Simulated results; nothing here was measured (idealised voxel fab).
process module | voxel capacitor over wiring
cross-section cut | 270 nm wide | cells 5 nm
A cross-section is a grid of square cells, given in bands from the top down. A band is one or more rows of cells.
Each band's line starts with the height of the band's top and of its bottom, in nm. Then come its materials from left to right, each with its width in nm. One material with "throughout" fills the band from edge to edge. "air" is empty space.
Height 0 is the level under which the wafer as received is all one material. The lowest band goes on downwards, as in "0 down".
A width such as "30 to 40" changes by the same amount from each row of cells to the next, from the band's top row to its bottom row.
"no change" after a step means that no cell of the cross-section changed.
closed voids: empty space of 8 cells or more with no open way to the top, each as width x height at its distance from the left edge, in nm
after a step's settings: what the simulator itself notes on the step
overlay nm, on a step with a mask: how far to the right of its planned place the mask lay; to the left if negative
plan
1 op RECEIVE | material Si
2 op CONFORMAL_DEP | material SiO2 | thk nm 15
3 op CONFORMAL_DEP | material SiCN | thk nm 5
4 op DIRECTIONAL_DEP | material lowk | thk nm 25
5 op MASKED_ETCH | tone open | mask id METAL_1 | width nm 20 | pitch nm 90 | etch materials lowk | depth nm 25 | overlay nm 0
6 op MASKED_ETCH | tone open | mask id METAL_1 | width nm 20 | pitch nm 90 | etch materials SiCN | depth nm 5 | overlay nm 0
7 op CONFORMAL_DEP | material TiN | thk nm 5
8 op FILL_DEP | material W | thk nm 5
9 op CMP | height nm 45
10 op CONFORMAL_DEP | material SiCN | thk nm 5
11 op DIRECTIONAL_DEP | material lowk | thk nm 20
12 op MASKED_ETCH | tone open | mask id PLUG_1 | width nm 15 | etch materials lowk | depth nm 20 | overlay nm 0
13 op MASKED_ETCH | tone open | mask id PLUG_1 | width nm 15 | etch materials SiCN | depth nm 5 | overlay nm 0
14 op CONFORMAL_DEP | material TiN | thk nm 5
15 op FILL_DEP | material Ru | thk nm 5
16 op CMP | height nm 70
17 op DIRECTIONAL_DEP | material TiN | thk nm 10
18 op DIRECTIONAL_DEP | material HfO2 | thk nm 5
19 op DIRECTIONAL_DEP | material TiN | thk nm 10
20 op MASKED_ETCH | tone cover | mask id UPPER_PLATE | width nm 75 | etch materials TiN | depth nm 10 | overlay nm 0
21 op MASKED_ETCH | tone cover | mask id UPPER_PLATE | width nm 75 | etch materials HfO2 | depth nm 5 | overlay nm 0
22 op PATTERN | tone cover | mask id LOWER_PLATE | material resist | width nm 85 | thk nm 15 | overlay nm 0
23 op DIRECTIONAL_ETCH | etch materials TiN | depth nm 10
24 op STRIP | etch materials resist
25 op FILL_DEP | material SiO2 | thk nm 15
26 op CMP | height nm 105
27 op DIRECTIONAL_DEP | material aC | thk nm 10
28 op PATTERN | tone open | mask id PLUG_2 | material resist | width nm 15 | thk nm 30 | overlay nm 0
29 op DIRECTIONAL_ETCH | etch materials aC | depth nm 10
30 op STRIP | etch materials resist
31 op DIRECTIONAL_ETCH | etch materials SiO2 | depth nm 10
32 op STRIP | etch materials aC
33 op CONFORMAL_DEP | material TiN | thk nm 5
34 op FILL_DEP | material Ru | thk nm 5
35 op CMP | height nm 105
36 op CONFORMAL_DEP | material SiN | thk nm 5
as received, after step 1
  0 down: Si throughout
  closed voids: none
first wafer at the end, as planned
  110 to 105: SiN throughout
  105 to 100: SiO2 95 | TiN 5 | Ru 5 | TiN 5 | SiO2 160
  100 to 95: SiO2 95 | TiN 15 | SiO2 160
  95 to 85: SiO2 85 | TiN 75 | SiO2 110
  85 to 80: SiO2 85 | HfO2 75 | SiO2 110
  80 to 70: SiO2 80 | TiN 85 | SiO2 105
  70 to 50: lowk 85 | TiN 5 | Ru 5 | TiN 5 | lowk 170
  50 to 45: SiCN 85 | TiN 15 | SiCN 170
  45 to 20: lowk 80 | TiN 5 | W 10 | TiN 5 | lowk 70 | TiN 5 | W 10 | TiN 5 | lowk 80
  20 to 15: SiCN 80 | TiN 20 | SiCN 70 | TiN 20 | SiCN 80
  15 to 0: SiO2 throughout
  0 down: Si throughout
  closed voids: none
second wafer at the end: like start, like plan, one mistake
  110 to 105: SiN throughout
  105 to 100: SiO2 95 | TiN 5 | Ru 5 | TiN 5 | SiO2 160
  100 to 95: SiO2 95 | TiN 15 | SiO2 160
  95 to 85: SiO2 80 | TiN 5 | SiO2 75 | TiN 5 | SiO2 105
  85 to 80: HfO2 throughout
  80 to 70: TiN throughout
  70 to 50: lowk 85 | TiN 5 | Ru 5 | TiN 5 | lowk 170
  50 to 45: SiCN 85 | TiN 15 | SiCN 170
  45 to 20: lowk 80 | TiN 5 | W 10 | TiN 5 | lowk 70 | TiN 5 | W 10 | TiN 5 | lowk 80
  20 to 15: SiCN 80 | TiN 20 | SiCN 70 | TiN 20 | SiCN 80
  15 to 0: SiO2 throughout
  0 down: Si throughout
  closed voids: none
what went wrong: step 20 ran as: op MASKED_ETCH | tone open | mask id UPPER_PLATE | width nm 75 | etch materials TiN | depth nm 10 | overlay nm 0
at the end the second wafer has, in cells: 39 more of HfO2 | 87 fewer of SiO2 | 48 more of TiN
